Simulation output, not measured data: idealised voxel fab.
This is a process module. Its name is voxel capacitor over wiring.
285 nm wide, 5 nm square cells: that's cross-section cut.
Bands, listed from the top down, are how a cross-section gets written in this document; the cross-section itself is a grid of square cells, and a band is one or more rows of them. Quick guide to a band line: top height, bottom height (nm) up front; then every material left to right with its width in nm. Only one material and it's marked "all across"? Then it fills the band edge to edge. And "empty" just means empty space. Heads up on the height convention: 0 is the point under which the incoming wafer is all one material, and the lowest band has no bottom, it just keeps going down, like "0 down". Graded width ("30->40"): value in top row of band = first number; value in bottom row = second number; row-to-row change constant. For the purposes of this document, the phrase "nothing was modified" attached to a step denotes that no cell within the cross-section was modified by that step. Heads up: "Listed closed voids" only lists the empty pockets with no open path to the top that are 8 cells or more, and it writes them as width x height at distance, distance from the left edge, in nm. Past the settings on a step's line: simulator remark, on that step. overlay nm: on a step with a mask, how far right of its planned place the mask lay; negative means left.
This section lists the process steps that were planned
1: RECEIVE,material Si
2: CONFORMAL_DEP,material SiO2,thk nm 10
3: DIRECTIONAL_DEP,material TiN,thk nm 5
4: DIRECTIONAL_DEP,material Ru,thk nm 15
5: PATTERN,tone cover,mask id METAL_1,material resist,width nm 30,pitch nm 80,thk nm 20,overlay nm 0
6: DIRECTIONAL_ETCH,etch materials Ru,depth nm 15
7: DIRECTIONAL_ETCH,etch materials TiN,depth nm 5
8: STRIP,etch materials resist
9: CONFORMAL_DEP,material SiN,thk nm 5
10: FILL_DEP,material lowk,thk nm 5
11: CMP,height nm 30
12: CONFORMAL_DEP,material SiCN,thk nm 5
13: DIRECTIONAL_DEP,material SiO2,thk nm 10
14: MASKED_ETCH,tone open,mask id PLUG_1,width nm 15,etch materials SiO2,depth nm 10,overlay nm 0
15: MASKED_ETCH,tone open,mask id PLUG_1,width nm 15,etch materials SiCN,depth nm 5,overlay nm 0
16: EPI,material Ru,thk nm 10
17: EPI,material Ru,thk nm 5
18: DIRECTIONAL_DEP,material TiN,thk nm 10
19: DIRECTIONAL_DEP,material Al2O3,thk nm 5
20: DIRECTIONAL_DEP,material TiN,thk nm 10
21: PATTERN,tone cover,mask id UPPER_PLATE,material resist,width nm 55,thk nm 20,overlay nm 0
22: DIRECTIONAL_ETCH,etch materials TiN,depth nm 10
23: DIRECTIONAL_ETCH,etch materials Al2O3,depth nm 5
24: STRIP,etch materials resist
25: MASKED_ETCH,tone cover,mask id LOWER_PLATE,width nm 65,etch materials TiN,depth nm 10,overlay nm 0
26: FILL_DEP,material SiO2,thk nm 15
27: CMP,height nm 80
28: DIRECTIONAL_DEP,material aC,thk nm 10
29: PATTERN,tone open,mask id PLUG_2,material resist,width nm 15,thk nm 30,overlay nm 0
30: DIRECTIONAL_ETCH,etch materials aC,depth nm 10
31: STRIP,etch materials resist
32: DIRECTIONAL_ETCH,etch materials SiO2,depth nm 10
33: STRIP,etch materials aC
34: CONFORMAL_DEP,material TiN,thk nm 5
35: FILL_DEP,material Ru,thk nm 5
36: CMP,height nm 80
37: CONFORMAL_DEP,material SiCN,thk nm 5
First out of two wafers; run went to plan
Cross-sectional view of the wafer in its as-received condition, corresponding to the state after step 1
    0 down | Si all across
    Listed closed voids: none
The wafer in cross-section once step 2 is complete
    10 to 0 | SiO2 all across
    At heights below 0, the structure remains unaltered.
The wafer in cross-section once step 3 is complete
    15 to 10 | TiN all across
    At heights below 10, the structure remains unaltered.
The wafer in cross-section once step 4 is complete
    30 to 15 | Ru all across
    At heights below 15, the structure remains unaltered.
The wafer in cross-section once step 5 is complete
    50 to 30 | empty=85, then resist=30, then empty=50, then resist=30, then empty=90
    At heights below 30, the structure remains unaltered.
The wafer in cross-section once step 6 is complete
    50 to 30 | empty=85, then resist=30, then empty=50, then resist=30, then empty=90
    30 to 15 | empty=85, then Ru=30, then empty=50, then Ru=30, then empty=90
    At heights below 15, the structure remains unaltered.
The wafer in cross-section once step 7 is complete
    50 to 30 | empty=85, then resist=30, then empty=50, then resist=30, then empty=90
    30 to 15 | empty=85, then Ru=30, then empty=50, then Ru=30, then empty=90
    15 to 10 | empty=85, then TiN=30, then empty=50, then TiN=30, then empty=90
    At heights below 10, the structure remains unaltered.
The wafer in cross-section once step 8 is complete
    30 to 15 | empty=85, then Ru=30, then empty=50, then Ru=30, then empty=90
    At heights below 15, the structure remains unaltered.
The wafer in cross-section once step 9 is complete
    35 to 30 | empty=80, then SiN=40, then empty=40, then SiN=40, then empty=85
    30 to 15 | empty=80, then SiN=5, then Ru=30, then SiN=5, then empty=40, then SiN=5, then Ru=30, then SiN=5, then empty=85
    15 to 10 | SiN=85, then TiN=30, then SiN=50, then TiN=30, then SiN=90
    At heights below 10, the structure remains unaltered.
The wafer in cross-section once step 10 is complete
    40 to 35 | lowk all across
    35 to 30 | lowk=80, then SiN=40, then lowk=40, then SiN=40, then lowk=85
    30 to 15 | lowk=80, then SiN=5, then Ru=30, then SiN=5, then lowk=40, then SiN=5, then Ru=30, then SiN=5, then lowk=85
    At heights below 15, the structure remains unaltered.
The wafer in cross-section once step 11 is complete
    30 to 15 | lowk=80, then SiN=5, then Ru=30, then SiN=5, then lowk=40, then SiN=5, then Ru=30, then SiN=5, then lowk=85
    At heights below 15, the structure remains unaltered.
The wafer in cross-section once step 12 is complete
    35 to 30 | SiCN all across
    At heights below 30, the structure remains unaltered.
The wafer in cross-section once step 13 is complete
    45 to 35 | SiO2 all across
    At heights below 35, the structure remains unaltered.
The wafer in cross-section once step 14 is complete
    45 to 35 | SiO2=100, then empty=15, then SiO2=170
    At heights below 35, the structure remains unaltered.
The wafer in cross-section once step 15 is complete
    45 to 35 | SiO2=100, then empty=15, then SiO2=170
    35 to 30 | SiCN=100, then empty=15, then SiCN=170
    At heights below 30, the structure remains unaltered.
The wafer in cross-section once step 16 is complete
    45 to 40 | SiO2=100, then empty=15, then SiO2=170
    40 to 35 | SiO2=100, then Ru=15, then SiO2=170
    35 to 30 | SiCN=100, then Ru=15, then SiCN=170
    At heights below 30, the structure remains unaltered.
The wafer in cross-section once step 17 is complete
    45 to 35 | SiO2=100, then Ru=15, then SiO2=170
    At heights below 35, the structure remains unaltered.
The wafer in cross-section once step 18 is complete
    55 to 45 | TiN all across
    At heights below 45, the structure remains unaltered.
The wafer in cross-section once step 19 is complete
    60 to 55 | Al2O3 all across
    At heights below 55, the structure remains unaltered.
The wafer in cross-section once step 20 is complete
    70 to 60 | TiN all across
    At heights below 60, the structure remains unaltered.
The wafer in cross-section once step 21 is complete
    90 to 70 | empty=100, then resist=55, then empty=130
    At heights below 70, the structure remains unaltered.
The wafer in cross-section once step 22 is complete
    90 to 70 | empty=100, then resist=55, then empty=130
    70 to 60 | empty=100, then TiN=55, then empty=130
    At heights below 60, the structure remains unaltered.
The wafer in cross-section once step 23 is complete
    90 to 70 | empty=100, then resist=55, then empty=130
    70 to 60 | empty=100, then TiN=55, then empty=130
    60 to 55 | empty=100, then Al2O3=55, then empty=130
    At heights below 55, the structure remains unaltered.
The wafer in cross-section once step 24 is complete
    70 to 60 | empty=100, then TiN=55, then empty=130
    At heights below 60, the structure remains unaltered.
The wafer in cross-section once step 25 is complete
    70 to 60 | empty=100, then TiN=55, then empty=130
    60 to 55 | empty=100, then Al2O3=55, then empty=130
    55 to 45 | empty=95, then TiN=65, then empty=125
    At heights below 45, the structure remains unaltered.
The wafer in cross-section once step 26 is complete
    85 to 70 | SiO2 all across
    70 to 60 | SiO2=100, then TiN=55, then SiO2=130
    60 to 55 | SiO2=100, then Al2O3=55, then SiO2=130
    55 to 45 | SiO2=95, then TiN=65, then SiO2=125
    At heights below 45, the structure remains unaltered.
The wafer in cross-section once step 27 is complete
    80 to 70 | SiO2 all across
    At heights below 70, the structure remains unaltered.
The wafer in cross-section once step 28 is complete
    90 to 80 | aC all across
    At heights below 80, the structure remains unaltered.
The wafer in cross-section once step 29 is complete
    120 to 90 | resist=110, then empty=15, then resist=160
    At heights below 90, the structure remains unaltered.
The wafer in cross-section once step 30 is complete
    110 to 90 | resist=110, then empty=15, then resist=160
    90 to 80 | aC=110, then empty=15, then aC=160
    At heights below 80, the structure remains unaltered.
The wafer in cross-section once step 31 is complete
    90 to 80 | aC=110, then empty=15, then aC=160
    At heights below 80, the structure remains unaltered.
The wafer in cross-section once step 32 is complete
    90 to 80 | aC=110, then empty=15, then aC=160
    80 to 70 | SiO2=110, then empty=15, then SiO2=160
    At heights below 70, the structure remains unaltered.
The wafer in cross-section once step 33 is complete
    80 to 70 | SiO2=110, then empty=15, then SiO2=160
    At heights below 70, the structure remains unaltered.
The wafer in cross-section once step 34 is complete
    85 to 80 | TiN=115, then empty=5, then TiN=165
    80 to 75 | SiO2=110, then TiN=5, then empty=5, then TiN=5, then SiO2=160
    75 to 70 | SiO2=110, then TiN=15, then SiO2=160
    At heights below 70, the structure remains unaltered.
The wafer in cross-section once step 35 is complete
    90 to 85 | Ru all across
    85 to 80 | TiN=115, then Ru=5, then TiN=165
    80 to 75 | SiO2=110, then TiN=5, then Ru=5, then TiN=5, then SiO2=160
    At heights below 75, the structure remains unaltered.
The wafer in cross-section once step 36 is complete
    80 to 75 | SiO2=110, then TiN=5, then Ru=5, then TiN=5, then SiO2=160
    At heights below 75, the structure remains unaltered.
The wafer in cross-section once step 37 is complete
    85 to 80 | SiCN all across
    At heights below 80, the structure remains unaltered.
Wafer two of two - same starting point, same process plan, one mistake in execution; matches wafer one up to and including step 13
Cross-section, second wafer, at the end time the plan gives for step 14
    45 to 35 | empty=100, then SiO2=15, then empty=170
    At heights below 35, the structure remains unaltered.
Cross-section, second wafer, at the end time the plan gives for step 15: nothing was modified
Cross-section, second wafer, at the end time the plan gives for step 16: nothing was modified
Cross-section, second wafer, at the end time the plan gives for step 17: nothing was modified
Cross-section, second wafer, at the end time the plan gives for step 18
    55 to 45 | empty=100, then TiN=15, then empty=170
    45 to 35 | TiN=100, then SiO2=15, then TiN=170
    At heights below 35, the structure remains unaltered.
Cross-section, second wafer, at the end time the plan gives for step 19
    60 to 55 | empty=100, then Al2O3=15, then empty=170
    55 to 50 | empty=100, then TiN=15, then empty=170
    50 to 45 | Al2O3=100, then TiN=15, then Al2O3=170
    At heights below 45, the structure remains unaltered.
Cross-section, second wafer, at the end time the plan gives for step 20
    70 to 60 | empty=100, then TiN=15, then empty=170
    60 to 55 | TiN=100, then Al2O3=15, then TiN=170
    55 to 50 | TiN all across
    At heights below 50, the structure remains unaltered.
Cross-section, second wafer, at the end time the plan gives for step 21
    90 to 70 | empty=100, then resist=55, then empty=130
    70 to 60 | empty=100, then TiN=15, then resist=40, then empty=130
    At heights below 60, the structure remains unaltered.
Cross-section, second wafer, at the end time the plan gives for step 22
    90 to 70 | empty=100, then resist=55, then empty=130
    70 to 60 | empty=100, then TiN=15, then resist=40, then empty=130
    60 to 55 | empty=100, then Al2O3=15, then TiN=40, then empty=130
    55 to 50 | empty=100, then TiN=55, then empty=130
    At heights below 50, the structure remains unaltered.
Cross-section, second wafer, at the end time the plan gives for step 23
    90 to 70 | empty=100, then resist=55, then empty=130
    70 to 60 | empty=100, then TiN=15, then resist=40, then empty=130
    60 to 55 | empty=100, then Al2O3=15, then TiN=40, then empty=130
    55 to 50 | empty=100, then TiN=55, then empty=130
    50 to 45 | empty=100, then TiN=15, then Al2O3=40, then empty=130
    At heights below 45, the structure remains unaltered.
Cross-section, second wafer, at the end time the plan gives for step 24
    70 to 60 | empty=100, then TiN=15, then empty=170
    At heights below 60, the structure remains unaltered.
Cross-section, second wafer, at the end time the plan gives for step 25
    70 to 60 | empty=100, then TiN=15, then empty=170
    60 to 55 | empty=100, then Al2O3=15, then TiN=40, then empty=130
    55 to 50 | empty=100, then TiN=55, then empty=130
    50 to 45 | empty=100, then TiN=15, then Al2O3=40, then empty=130
    45 to 35 | empty=95, then TiN=5, then SiO2=15, then TiN=45, then empty=125
    At heights below 35, the structure remains unaltered.
Cross-section, second wafer, at the end time the plan gives for step 26
    85 to 70 | SiO2 all across
    70 to 60 | SiO2=100, then TiN=15, then SiO2=170
    60 to 55 | SiO2=100, then Al2O3=15, then TiN=40, then SiO2=130
    55 to 50 | SiO2=100, then TiN=55, then SiO2=130
    50 to 45 | SiO2=100, then TiN=15, then Al2O3=40, then SiO2=130
    45 to 35 | SiO2=95, then TiN=5, then SiO2=15, then TiN=45, then SiO2=125
    At heights below 35, the structure remains unaltered.
Cross-section, second wafer, at the end time the plan gives for step 27
    80 to 70 | SiO2 all across
    At heights below 70, the structure remains unaltered.
Cross-section, second wafer, at the end time the plan gives for step 28
    90 to 80 | aC all across
    At heights below 80, the structure remains unaltered.
Cross-section, second wafer, at the end time the plan gives for step 29
    120 to 90 | resist=110, then empty=15, then resist=160
    At heights below 90, the structure remains unaltered.
Cross-section, second wafer, at the end time the plan gives for step 30
    110 to 90 | resist=110, then empty=15, then resist=160
    90 to 80 | aC=110, then empty=15, then aC=160
    At heights below 80, the structure remains unaltered.
Cross-section, second wafer, at the end time the plan gives for step 31
    90 to 80 | aC=110, then empty=15, then aC=160
    At heights below 80, the structure remains unaltered.
Cross-section, second wafer, at the end time the plan gives for step 32
    90 to 80 | aC=110, then empty=15, then aC=160
    80 to 70 | SiO2=110, then empty=15, then SiO2=160
    At heights below 70, the structure remains unaltered.
Cross-section, second wafer, at the end time the plan gives for step 33
    80 to 70 | SiO2=110, then empty=15, then SiO2=160
    At heights below 70, the structure remains unaltered.
Cross-section, second wafer, at the end time the plan gives for step 34
    85 to 80 | TiN=115, then empty=5, then TiN=165
    80 to 75 | SiO2=110, then TiN=5, then empty=5, then TiN=5, then SiO2=160
    75 to 70 | SiO2=110, then TiN=15, then SiO2=160
    At heights below 70, the structure remains unaltered.
Cross-section, second wafer, at the end time the plan gives for step 35
    90 to 85 | Ru all across
    85 to 80 | TiN=115, then Ru=5, then TiN=165
    80 to 75 | SiO2=110, then TiN=5, then Ru=5, then TiN=5, then SiO2=160
    At heights below 75, the structure remains unaltered.
Cross-section, second wafer, at the end time the plan gives for step 36
    80 to 75 | SiO2=110, then TiN=5, then Ru=5, then TiN=5, then SiO2=160
    At heights below 75, the structure remains unaltered.
Cross-section, second wafer, at the end time the plan gives for step 37
    85 to 80 | SiCN all across
    At heights below 80, the structure remains unaltered.
Nonconformance to the process plan: heads up, step 14 didn't go per plan, it actually ran as MASKED_ETCH,tone cover,mask id PLUG_1,width nm 15,etch materials SiO2,depth nm 10,overlay nm 0
Final tally in cells, some materials are higher or lower on the second wafer than on the first: Ru -9, SiCN +3, SiO2 +6
